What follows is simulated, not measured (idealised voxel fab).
Process module in this document: voxel transistor to metal
Xsec cut, 185 nm wide, square cell size 5 nm.
Throughout this document, each cross-section is represented as a grid of square cells and is presented as a sequence of bands enumerated from the top downward, where a band comprises one or more rows of cells.
Band: top and bottom heights (nm) first, top before bottom; then materials from left to right, widths in nm. "full width" marks a sole material filling the band edge to edge. "blank" denotes empty space.
Basically, 0 is our baseline, since under it the wafer straight out of the box is all one material. The bottom band has no lower end and keeps on going down, so it looks like "0 nm and below".
Width spec "30 to 40" -> top row of cells at first value, bottom row at second value, equal per-row change in between.
When a step is marked "remained the same", none of the cells in the cross-section changed during that step.
Entry "Closed void catalog". Content: empty spaces with no open connection to the top, size 8 cells or greater. Each: width x height at distance. Distance: from left edge. Unit: nm.
The remark found on a step's line after its settings is issued by the simulator itself and pertains to that step.
"overlay nm", when on a step's line for a step with a mask, measures how far to the right of its planned place the mask lay; a negative measure means to the left.
## The following list gives the planned process steps
- 1: RECEIVE (material Si)
- 2: OXIDIZE (depth nm 5)
- 3: CONFORMAL_DEP (material SiN; thk nm 15)
- 4: MASKED_ETCH (tone cover; mask id ACTIVE; width nm 130; etch materials SiN; depth nm 15; overlay nm 0)
- 5: MASKED_ETCH (tone cover; mask id ACTIVE; width nm 130; etch materials SiO2; depth nm 5; overlay nm 0)
- 6: MASKED_ETCH (tone cover; mask id ACTIVE; width nm 130; etch materials Si; depth nm 35; overlay nm 0)
- 7: FILL_DEP (material SiO2; thk nm 10)
- 8: CMP (height nm 15)
- 9: SELECTIVE_ETCH (etch materials SiO2; depth nm 10)
- 10: STRIP (etch materials SiN)
- 11: SELECTIVE_ETCH (etch materials SiO2; depth nm 5)
- 12: OXIDIZE (depth nm 5)
- 13: DIRECTIONAL_DEP (material polySi; thk nm 25)
- 14: DIRECTIONAL_DEP (material SiCN; thk nm 10)
- 15: DIRECTIONAL_DEP (material aC; thk nm 15)
- 16: PATTERN (tone cover; mask id GATE; material resist; width nm 30; thk nm 30; overlay nm 0)
- 17: DIRECTIONAL_ETCH (etch materials aC; depth nm 15)
- 18: STRIP (etch materials resist)
- 19: DIRECTIONAL_ETCH (etch materials SiCN; depth nm 20)
- 20: DIRECTIONAL_ETCH (etch materials polySi; depth nm 35)
- 21: STRIP (etch materials aC)
- 22: CONFORMAL_DEP (material SiO2; thk nm 5)
- 23: DIRECTIONAL_ETCH (etch materials SiO2; depth nm 5)
- 24: CONFORMAL_DEP (material SiN; thk nm 10)
- 25: DIRECTIONAL_ETCH (etch materials SiN; depth nm 10)
- 26: DIRECTIONAL_ETCH (etch materials SiO2; depth nm 5)
- 27: DIRECTIONAL_ETCH (etch materials Si; depth nm 5)
- 28: EPI (material pSi; thk nm 5)
- 29: FILL_DEP (material SiO2; thk nm 10)
- 30: CMP (height nm 20)
- 31: STRIP (etch materials polySi)
- 32: SELECTIVE_ETCH (etch materials SiO2; depth nm 5)
- 33: CONFORMAL_DEP (material HfO2; thk nm 5)
- 34: CONFORMAL_DEP (material TiN; thk nm 5)
- 35: FILL_DEP (material W; thk nm 5)
- 36: CMP (height nm 15)
- 37: DIRECTIONAL_DEP (material SiO2; thk nm 10)
- 38: PATTERN (tone open; mask id CONTACT; material resist; width nm 20; pitch nm 90; thk nm 20; overlay nm 0)
- 39: DIRECTIONAL_ETCH (etch materials SiO2; depth nm 35)
- 40: STRIP (etch materials resist)
- 41: CONFORMAL_DEP (material TiN; thk nm 5)
- 42: FILL_DEP (material Ru; thk nm 5)
- 43: CMP (height nm 25)
- 44: DIRECTIONAL_DEP (material TiN; thk nm 5)
- 45: DIRECTIONAL_DEP (material Ru; thk nm 20)
- 46: MASKED_ETCH (tone cover; mask id METAL_1; width nm 20; pitch nm 90; etch materials Ru; depth nm 20; overlay nm 0)
- 47: MASKED_ETCH (tone cover; mask id METAL_1; width nm 20; pitch nm 90; etch materials TiN; depth nm 5; overlay nm 0)
- 48: FILL_DEP (material SiO2; thk nm 5)
- 49: CMP (height nm 50)
- 50: CONFORMAL_DEP (material SiN; thk nm 5)
## As-received wafer cross-section (after step 1)
    0 nm and below = Si full width
    Closed void catalog: none
## End-of-module cross-section of the first of two wafers, processed as planned
    55 nm to 50 nm = SiN full width
    50 nm to 30 nm = SiO2: 35 | Ru: 20 | SiO2: 70 | Ru: 20 | SiO2: 40
    30 nm to 25 nm = SiO2: 35 | TiN: 20 | SiO2: 70 | TiN: 20 | SiO2: 40
    25 nm to 15 nm = SiO2: 35 | TiN: 5 | Ru: 10 | TiN: 5 | SiO2: 70 | TiN: 5 | Ru: 10 | TiN: 5 | SiO2: 40
    15 nm to 0 nm = SiO2: 35 | TiN: 5 | Ru: 10 | TiN: 5 | SiO2: 5 | SiN: 10 | HfO2: 5 | TiN: 5 | W: 20 | TiN: 5 | HfO2: 5 | SiN: 10 | SiO2: 5 | TiN: 5 | Ru: 10 | TiN: 5 | SiO2: 40
    0 nm to -5 nm = SiO2: 25 | SiN: 10 | TiN: 10 | Ru: 5 | TiN: 5 | SiO2: 5 | SiN: 10 | HfO2: 5 | TiN: 30 | HfO2: 5 | SiN: 10 | SiO2: 5 | TiN: 5 | Ru: 5 | TiN: 10 | SiN: 10 | SiO2: 30
    -5 nm to -10 nm = SiO2: 35 | pSi: 5 | TiN: 15 | pSi: 5 | SiO2: 10 | HfO2: 40 | SiO2: 10 | pSi: 5 | TiN: 15 | pSi: 5 | SiO2: 40
    -10 nm to -15 nm = SiO2: 25 | Si: 10 | pSi: 25 | Si: 60 | pSi: 25 | Si: 10 | SiO2: 30
    -15 nm to -40 nm = SiO2: 25 | Si: 130 | SiO2: 30
    -40 nm and below = Si full width
    Closed void catalog: none
## Here's the second of our two wafers sectioned at module end. Same start as the first, same plan, but one mistake got made running it
    55 nm to 50 nm = SiN full width
    50 nm to 30 nm = SiO2: 35 | Ru: 20 | SiO2: 70 | Ru: 20 | SiO2: 40
    30 nm to 25 nm = SiO2: 35 | TiN: 20 | SiO2: 70 | TiN: 20 | SiO2: 40
    25 nm to 15 nm = SiO2: 35 | TiN: 5 | Ru: 10 | TiN: 5 | SiO2: 70 | TiN: 5 | Ru: 10 | TiN: 5 | SiO2: 40
    15 nm to 5 nm = SiO2: 35 | TiN: 5 | Ru: 10 | TiN: 5 | SiO2: 5 | SiN: 10 | HfO2: 5 | TiN: 5 | W: 20 | TiN: 5 | HfO2: 5 | SiN: 10 | SiO2: 5 | TiN: 5 | Ru: 10 | TiN: 5 | SiO2: 40
    5 nm to 0 nm = SiO2: 35 | TiN: 10 | Ru: 5 | TiN: 5 | SiO2: 5 | SiN: 10 | HfO2: 5 | TiN: 5 | W: 20 | TiN: 5 | HfO2: 5 | SiN: 10 | SiO2: 5 | TiN: 5 | Ru: 5 | TiN: 10 | SiO2: 40
    0 nm to -5 nm = SiO2: 30 | SiN: 10 | TiN: 15 | SiO2: 5 | SiN: 10 | HfO2: 5 | TiN: 30 | HfO2: 5 | SiN: 10 | SiO2: 5 | TiN: 15 | SiN: 10 | SiO2: 35
    -5 nm to -10 nm = SiO2: 40 | pSi: 5 | TiN: 10 | pSi: 5 | SiO2: 10 | HfO2: 40 | SiO2: 10 | pSi: 5 | TiN: 10 | pSi: 5 | SiO2: 45
    -10 nm to -15 nm = SiO2: 25 | Si: 15 | pSi: 20 | Si: 60 | pSi: 20 | Si: 15 | SiO2: 30
    -15 nm to -40 nm = SiO2: 25 | Si: 130 | SiO2: 30
    -40 nm and below = Si full width
    Closed void catalog: none
Where did the run depart from the plan? so step 4 ended up running with a different setting than we planned, it ran as MASKED_ETCH (tone cover; mask id ACTIVE; width nm 120; etch materials SiN; depth nm 15; overlay nm 0)
Looking at both finished wafers in cells, the second ends up ahead of or behind the first on some materials: -4 Ru, +2 Si, +4 SiO2, -2 pSi
